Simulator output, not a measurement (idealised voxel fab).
This is a process module. Its name is voxel released beams.
255 nm wide, 5 nm square cells: that's cross-section cut.
How to read a cross-section here: the picture is a grid of square cells, written as bands going from the top down, and any band can span one or more rows of cells.
It is stipulated that each band's entry specify, in nanometres, the height of the top of the band and then that of its bottom, followed by the materials of the band in left-to-right sequence, each together with its width in nanometres. A single material marked by the word "everywhere" is understood to fill the band from edge to edge; the word "empty" is understood to denote empty space.
Below 0: as-received wafer, all one material; heights counted from there. Lowest band: no bottom, goes on down, written "from 0 down".
So if you see something like "30 to 40" for the width, read it as the top row of the band sitting at the first number and the bottom row at the second, with every row in between moving by the same amount as the last.
Basically "nothing was modified" means that step didn't change any cell in the cross-section.
In the "Sealed void list" entry, you get each enclosed empty space of 8 cells or more, one with no open way to the top, written width x height at distance, distance from the left edge, in nm.
Read whatever lies past the settings on a step's line as the simulator's own remark about the step.
Each step line may optionally specify "overlay nm", which for a step with a mask gives the rightward distance between the mask's planned place and where it lay, a negative value indicating the leftward direction.

plan:
1) RECEIVE | material Si
2) CONFORMAL_DEP | material SiN | thk nm 10
3) DIRECTIONAL_DEP | material SiO2 | thk nm 10
4) MASKED_ETCH | tone open | mask id ANCHOR | width nm 45 | etch materials SiO2 | depth nm 10 | overlay nm 0
5) CONFORMAL_DEP | material TiN | thk nm 15
6) MASKED_ETCH | tone cover | mask id BEAM | width nm 120 | etch materials TiN | depth nm 15 | overlay nm 0
7) STRIP | etch materials SiO2

Concerning the first of two wafers, which was run in accordance with the plan:

Delivered wafer in cross-section: state after step 1:
- from 0 down | Si everywhere
- Sealed void list: none

The following cross-section depicts the wafer upon completion of step 2:
- from 10 to 0 | SiN everywhere
- Rest of section, below 0: as before.

The following cross-section depicts the wafer upon completion of step 3:
- from 20 to 10 | SiO2 everywhere
- Rest of section, below 10: as before.

The following cross-section depicts the wafer upon completion of step 4:
- from 20 to 10 | 70 nm SiO2  45 nm empty  140 nm SiO2
- Rest of section, below 10: as before.

The following cross-section depicts the wafer upon completion of step 5:
- from 35 to 25 | 85 nm TiN  15 nm empty  155 nm TiN
- from 25 to 20 | TiN everywhere
- from 20 to 10 | 70 nm SiO2  45 nm TiN  140 nm SiO2
- Rest of section, below 10: as before.

The following cross-section depicts the wafer upon completion of step 6:
- from 35 to 25 | 65 nm empty  20 nm TiN  15 nm empty  85 nm TiN  70 nm empty
- from 25 to 20 | 65 nm empty  120 nm TiN  70 nm empty
- Rest of section, below 20: as before.

The following cross-section depicts the wafer upon completion of step 7:
- from 35 to 25 | 65 nm empty  20 nm TiN  15 nm empty  85 nm TiN  70 nm empty
- from 25 to 20 | 65 nm empty  120 nm TiN  70 nm empty
- from 20 to 10 | 70 nm empty  45 nm TiN  140 nm empty
- Rest of section, below 10: as before.

Wafer two. Identical start, identical plan. One mistake in execution. Identical history through step 4:

Here is the second wafer in cross-section at the point where step 5 of the plan should have been done:
- from 25 to 20 | 75 nm TiN  35 nm empty  145 nm TiN
- from 20 to 15 | 70 nm SiO2  5 nm TiN  35 nm empty  5 nm TiN  140 nm SiO2
- from 15 to 10 | 70 nm SiO2  45 nm TiN  140 nm SiO2
- Rest of section, below 10: as before.

Here is the second wafer in cross-section at the point where step 6 of the plan should have been done:
- from 25 to 20 | 65 nm empty  10 nm TiN  35 nm empty  75 nm TiN  70 nm empty
- Rest of section, below 20: as before.

Here is the second wafer in cross-section at the point where step 7 of the plan should have been done:
- from 25 to 15 | 65 to 70 nm empty  10 to 5 nm TiN  35 nm empty  75 to 5 nm TiN  70 to 140 nm empty
- from 15 to 10 | 70 nm empty  45 nm TiN  140 nm empty
- Rest of section, below 10: as before.
Where did the run depart from the plan? planned and actual differ for step 5; actual: CONFORMAL_DEP | material TiN | thk nm 5
Final wafer comparison in cells, second versus first, more or fewer per material: 56 fewer of TiN
